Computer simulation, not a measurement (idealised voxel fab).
Herein follows the process module entitled voxel transistor to metal.
It is cross-section cut that appears here, measuring 290 nm in width, its square cells being 5 nm in size.
How to read a cross-section here: the picture is a grid of square cells, written as bands going from the top down, and any band can span one or more rows of cells.
A band entry consists of two parts. The first gives the height of the band's top and the height of its bottom, in nm. The rest lists the band's materials from left to right, each with its width in nm. A single material labelled with the word "all across" fills the band from edge to edge, and the word "empty" marks empty space.
Height 0 is the level under which the wafer as received is all one material. The lowest band goes on downwards, as in "top 0, no bottom".
A two-number width, for instance "30 to 40", indicates that the width is equal to the first number in the top row of the band and to the second number in the bottom row, and that it changes by a constant amount per row of cells.
It should be understood that the words "no modifications", when stated for a given step, signify that the cross-section underwent no change in any of its cells during that step.
Listed in "Sealed voids": every empty space of 8 or more cells without an open way to the top. Form: width x height at distance, the distance being from the left edge, all in nm.
after a step's settings: what the simulator itself notes on the step
Regarding "overlay nm": on a step with a mask, it is the distance the mask lay to the right of its planned place; a negative value places it to the left.
Planned process steps
| 1 | RECEIVE [material Si] |
| 2 | OXIDIZE [depth nm 5] |
| 3 | CONFORMAL_DEP [material SiN] [thk nm 10] |
| 4 | PATTERN [tone cover] [mask id ACTIVE] [material resist] [width nm 115] [pitch nm 140] [thk nm 15] [overlay nm 0] |
| 5 | DIRECTIONAL_ETCH [etch materials SiN] [depth nm 10] |
| 6 | DIRECTIONAL_ETCH [etch materials SiO2] [depth nm 5] |
| 7 | DIRECTIONAL_ETCH [etch materials Si] [depth nm 35] |
| 8 | STRIP [etch materials resist] |
| 9 | FILL_DEP [material SiO2] [thk nm 10] |
| 10 | CMP [height nm 10] |
| 11 | SELECTIVE_ETCH [etch materials SiO2] [depth nm 10] |
| 12 | STRIP [etch materials SiN] |
| 13 | SELECTIVE_ETCH [etch materials SiO2] [depth nm 5] |
| 14 | OXIDIZE [depth nm 5] |
| 15 | DIRECTIONAL_DEP [material polySi] [thk nm 20] |
| 16 | DIRECTIONAL_DEP [material SiCN] [thk nm 15] |
| 17 | PATTERN [tone cover] [mask id GATE] [material resist] [width nm 25] [pitch nm 140] [thk nm 15] [overlay nm 0] |
| 18 | DIRECTIONAL_ETCH [etch materials SiCN] [depth nm 25] |
| 19 | DIRECTIONAL_ETCH [etch materials polySi] [depth nm 30] |
| 20 | STRIP [etch materials resist] |
| 21 | CONFORMAL_DEP [material SiN] [thk nm 5] |
| 22 | DIRECTIONAL_ETCH [etch materials SiN] [depth nm 5] |
| 23 | DIRECTIONAL_ETCH [etch materials SiO2] [depth nm 5] |
| 24 | DIRECTIONAL_ETCH [etch materials Si] [depth nm 15] |
| 25 | EPI [material nSi] [thk nm 20] |
| 26 | FILL_DEP [material SiO2] [thk nm 10] |
| 27 | CMP [height nm 15] |
| 28 | STRIP [etch materials polySi] |
| 29 | SELECTIVE_ETCH [etch materials SiO2] [depth nm 5] |
| 30 | CONFORMAL_DEP [material HfO2] [thk nm 5] |
| 31 | CONFORMAL_DEP [material TiN] [thk nm 5] |
| 32 | FILL_DEP [material W] [thk nm 10] |
| 33 | CMP [height nm 10] |
| 34 | DIRECTIONAL_DEP [material SiO2] [thk nm 15] |
| 35 | MASKED_ETCH [tone open] [mask id CONTACT] [width nm 15] [etch materials SiO2] [depth nm 30] [overlay nm 0] |
| 36 | CONFORMAL_DEP [material TiN] [thk nm 5] |
| 37 | FILL_DEP [material Ru] [thk nm 5] |
| 38 | CMP [height nm 25] |
| 39 | CONFORMAL_DEP [material SiN] [thk nm 5] |
| 40 | DIRECTIONAL_DEP [material SiO2] [thk nm 20] |
| 41 | DIRECTIONAL_DEP [material aC] [thk nm 10] |
| 42 | PATTERN [tone open] [mask id METAL_1] [material resist] [width nm 15] [thk nm 30] [overlay nm 0] |
| 43 | DIRECTIONAL_ETCH [etch materials aC] [depth nm 10] |
| 44 | STRIP [etch materials resist] |
| 45 | DIRECTIONAL_ETCH [etch materials SiO2] [depth nm 20] |
| 46 | DIRECTIONAL_ETCH [etch materials SiN] [depth nm 5] |
| 47 | STRIP [etch materials aC] |
| 48 | CONFORMAL_DEP [material TiN] [thk nm 5] |
| 49 | FILL_DEP [material Cu] [thk nm 5] |
| 50 | CMP [height nm 50] |
| 51 | EPI [material Ru] [thk nm 5] |
| 52 | FILL_DEP [material SiCN] [thk nm 5] |
Cross-section, incoming material, after step 1
	top 0, no bottom = Si all across
	Sealed voids: none
Cross-sectional result after module completion. Note: starting condition and plan are unchanged from above; one processing mistake was made
	top 60, bottom 55 = SiCN all across
	top 55, bottom 50 = 20 SiCN | 25 Ru | 55 SiCN | 25 Ru | 35 SiCN | 25 Ru | 55 SiCN | 25 Ru | 25 SiCN
	top 50, bottom 30 = 25 SiO2 | 5 TiN | 5 Cu | 5 TiN | 65 SiO2 | 5 TiN | 5 Cu | 5 TiN | 45 SiO2 | 5 TiN | 5 Cu | 5 TiN | 65 SiO2 | 5 TiN | 5 Cu | 5 TiN | 30 SiO2
	top 30, bottom 25 = 25 SiN | 15 TiN | 65 SiN | 15 TiN | 45 SiN | 15 TiN | 65 SiN | 15 TiN | 30 SiN
	top 25, bottom 15 = 25 SiO2 | 5 TiN | 5 Ru | 5 TiN | 65 SiO2 | 5 TiN | 5 Ru | 5 TiN | 45 SiO2 | 5 TiN | 5 Ru | 5 TiN | 65 SiO2 | 5 TiN | 5 Ru | 5 TiN | 30 SiO2
	top 15, bottom 10 = 25 SiO2 | 15 TiN | 65 SiO2 | 5 TiN | 5 Ru | 5 TiN | 45 SiO2 | 15 TiN | 65 SiO2 | 5 TiN | 5 Ru | 5 TiN | 30 SiO2
	top 10, bottom 0 = 25 SiO2 | 20 nSi | 5 SiN | 5 HfO2 | 5 TiN | 5 W | 5 TiN | 5 HfO2 | 5 SiN | 20 nSi | 5 SiO2 | 5 TiN | 5 Ru | 5 TiN | 45 SiO2 | 20 nSi | 5 SiN | 5 HfO2 | 5 TiN | 5 W | 5 TiN | 5 HfO2 | 5 SiN | 20 nSi | 5 SiO2 | 5 TiN | 5 Ru | 5 TiN | 30 SiO2
	top 0, bottom -5 = 25 SiO2 | 20 nSi | 5 SiN | 5 HfO2 | 15 TiN | 5 HfO2 | 5 SiN | 20 nSi | 5 SiO2 | 15 TiN | 45 SiO2 | 20 nSi | 5 SiN | 5 HfO2 | 15 TiN | 5 HfO2 | 5 SiN | 20 nSi | 5 SiO2 | 15 TiN | 30 SiO2
	top -5, bottom -10 = 10 SiO2 | 35 nSi | 35 HfO2 | 55 nSi | 15 SiO2 | 35 nSi | 35 HfO2 | 55 nSi | 15 SiO2
	top -10, bottom -25 = 15 SiO2 | 30 nSi | 35 Si | 50 nSi | 25 SiO2 | 30 nSi | 35 Si | 50 nSi | 20 SiO2
	top -25, bottom -40 = 15 SiO2 | 115 Si | 25 SiO2 | 115 Si | 20 SiO2
	top -40, no bottom = Si all across
	Sealed voids: none
Diagnosis: step 17 was processed under conditions differing from the plan, specifically as PATTERN [tone cover] [mask id GATE] [material resist] [width nm 25] [pitch nm 140] [thk nm 15] [overlay nm -10]
